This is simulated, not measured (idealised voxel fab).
A process module follows: voxel capacitor over wiring.
For reference, the cross-section in this document is cut, with width 225 nm and square cells of 5 nm.
Just so we're on the same page, the cross-sections are grids of square cells, and they're listed out in bands top to bottom, each band one or more rows deep. This entry defines a band. It first specifies the height of the band's top and the height of its bottom in nm, and then specifies the band's materials from left to right, stating each material with its width in nm. The word "everywhere" identifies a single material that fills the band from edge to edge, while the word "air" identifies empty space. Height reference: 0 = level under which incoming wafer is all one material. Lowest band: no bottom, runs on downward, e.g. "0 -> down". The notation "30->40" denotes a width that varies across the rows of cells in the band, beginning at the first number in the top row, finishing at the second number in the bottom row, and changing by an identical amount from each row to the next. Given "all unchanged" for a step, no cell of the cross-section differs between before and after that step. You'll see "Trapped voids" listing empty spaces that have no way open to the top, as long as they're 8 cells or more; the notation is width x height at distance, where the distance is from the left edge, and all of it is in nm. Note: text after step settings on the step line = simulator remark on that step. A step's line can hold "overlay nm"; with a mask on that step, the setting says how far right of the planned place the mask lay, while a negative setting says it lay to the left.

The planned process steps are enumerated hereunder:
- 1: RECEIVE | material Si
- 2: CONFORMAL_DEP | material SiO2 | thk nm 15
- 3: CONFORMAL_DEP | material SiN | thk nm 5
- 4: DIRECTIONAL_DEP | material SiO2 | thk nm 25
- 5: DIRECTIONAL_DEP | material aC | thk nm 10
- 6: PATTERN | tone open | mask id METAL_1 | material resist | width nm 25 | pitch nm 85 | thk nm 30 | overlay nm 0
- 7: DIRECTIONAL_ETCH | etch materials aC | depth nm 10
- 8: STRIP | etch materials resist
- 9: DIRECTIONAL_ETCH | etch materials SiO2 | depth nm 25
- 10: DIRECTIONAL_ETCH | etch materials SiN | depth nm 5
- 11: STRIP | etch materials aC
- 12: CONFORMAL_DEP | material TiN | thk nm 5
- 13: FILL_DEP | material Ru | thk nm 5
- 14: CMP | height nm 45
- 15: EPI | material Ru | thk nm 5
- 16: FILL_DEP | material SiCN | thk nm 5
- 17: DIRECTIONAL_DEP | material SiO2 | thk nm 15
- 18: MASKED_ETCH | tone open | mask id PLUG_1 | width nm 15 | etch materials SiO2 | depth nm 15 | overlay nm 0
- 19: MASKED_ETCH | tone open | mask id PLUG_1 | width nm 15 | etch materials SiCN | depth nm 5 | overlay nm 0
- 20: CONFORMAL_DEP | material TiN | thk nm 5
- 21: FILL_DEP | material W | thk nm 10
- 22: CMP | height nm 70
- 23: DIRECTIONAL_DEP | material TiN | thk nm 10
- 24: DIRECTIONAL_DEP | material Al2O3 | thk nm 5
- 25: DIRECTIONAL_DEP | material TiN | thk nm 10
- 26: PATTERN | tone cover | mask id UPPER_PLATE | material resist | width nm 65 | thk nm 15 | overlay nm 0
- 27: DIRECTIONAL_ETCH | etch materials TiN | depth nm 10
- 28: DIRECTIONAL_ETCH | etch materials Al2O3 | depth nm 5
- 29: STRIP | etch materials resist
- 30: DIRECTIONAL_DEP | material aC | thk nm 15
- 31: PATTERN | tone cover | mask id LOWER_PLATE | material resist | width nm 75 | thk nm 30 | overlay nm 0
- 32: DIRECTIONAL_ETCH | etch materials aC | depth nm 15
- 33: STRIP | etch materials resist
- 34: DIRECTIONAL_ETCH | etch materials TiN | depth nm 5
- 35: STRIP | etch materials aC
- 36: FILL_DEP | material SiO2 | thk nm 15
- 37: CMP | height nm 105
- 38: PATTERN | tone open | mask id PLUG_2 | material resist | width nm 15 | thk nm 20 | overlay nm 0
- 39: DIRECTIONAL_ETCH | etch materials SiO2 | depth nm 10
- 40: STRIP | etch materials resist
- 41: CONFORMAL_DEP | material TiN | thk nm 5
- 42: FILL_DEP | material Cu | thk nm 10
- 43: CMP | height nm 105
- 44: CONFORMAL_DEP | material SiCN | thk nm 5
Quick note for whoever runs this: the wafers start identical, but the depth nm at step 34 isn't the same across them. The plan just shows what the first wafer had.

After step 1, as received: first of several wafers, cross-section:
> 0 -> down | Si everywhere
> Trapped voids: none

Last step of the module is step 44; after it, the first of several wafers in cross-section:
> 110 -> 105 | SiCN everywhere
> 105 -> 100 | 75 SiO2 | 5 TiN | 5 Cu | 5 TiN | 135 SiO2
> 100 -> 95 | 75 SiO2 | 15 TiN | 135 SiO2
> 95 -> 85 | 65 SiO2 | 65 TiN | 95 SiO2
> 85 -> 80 | 65 SiO2 | 65 Al2O3 | 95 SiO2
> 80 -> 75 | 60 SiO2 | 75 TiN | 90 SiO2
> 75 -> 70 | TiN everywhere
> 70 -> 55 | 65 SiO2 | 5 TiN | 5 W | 5 TiN | 145 SiO2
> 55 -> 50 | 65 SiCN | 15 TiN | 145 SiCN
> 50 -> 45 | 50 SiCN | 35 Ru | 50 SiCN | 35 Ru | 55 SiCN
> 45 -> 20 | 55 SiO2 | 5 TiN | 15 Ru | 5 TiN | 60 SiO2 | 5 TiN | 15 Ru | 5 TiN | 60 SiO2
> 20 -> 15 | 55 SiN | 25 TiN | 60 SiN | 25 TiN | 60 SiN
> 15 -> 0 | SiO2 everywhere
> 0 -> down | Si everywhere
> Trapped voids: none

Of the several wafers, the last: cross-section at the end of the module:
> 110 -> 105 | SiCN everywhere
> 105 -> 100 | 75 SiO2 | 5 TiN | 5 Cu | 5 TiN | 135 SiO2
> 100 -> 95 | 75 SiO2 | 15 TiN | 135 SiO2
> 95 -> 85 | 65 SiO2 | 65 TiN | 95 SiO2
> 85 -> 80 | 65 SiO2 | 65 Al2O3 | 95 SiO2
> 80 -> 70 | 60 SiO2 | 75 TiN | 90 SiO2
> 70 -> 55 | 65 SiO2 | 5 TiN | 5 W | 5 TiN | 145 SiO2
> 55 -> 50 | 65 SiCN | 15 TiN | 145 SiCN
> 50 -> 45 | 50 SiCN | 35 Ru | 50 SiCN | 35 Ru | 55 SiCN
> 45 -> 20 | 55 SiO2 | 5 TiN | 15 Ru | 5 TiN | 60 SiO2 | 5 TiN | 15 Ru | 5 TiN | 60 SiO2
> 20 -> 15 | 55 SiN | 25 TiN | 60 SiN | 25 TiN | 60 SiN
> 15 -> 0 | SiO2 everywhere
> 0 -> down | Si everywhere
> Trapped voids: none

Each row below is a wafer at the end of the module, listing for every material the number of cells it has gained (+) or lost (-) since it was received, followed by its closed voids:
depth nm 5; +13 Al2O3; +1 Cu; +44 Ru; +118 SiCN; +35 SiN; +646 SiO2; +130 TiN; +3 W; Trapped voids: none
depth nm 10; +13 Al2O3; +1 Cu; +44 Ru; +118 SiCN; +35 SiN; +676 SiO2; +100 TiN; +3 W; Trapped voids: none
depth nm 15; +13 Al2O3; +1 Cu; +44 Ru; +118 SiCN; +35 SiN; +676 SiO2; +100 TiN; +3 W; Trapped voids: none
depth nm 20; +13 Al2O3; +1 Cu; +44 Ru; +118 SiCN; +35 SiN; +676 SiO2; +100 TiN; +3 W; Trapped voids: none
depth nm 25; +13 Al2O3; +1 Cu; +44 Ru; +118 SiCN; +35 SiN; +676 SiO2; +100 TiN; +3 W; Trapped voids: none
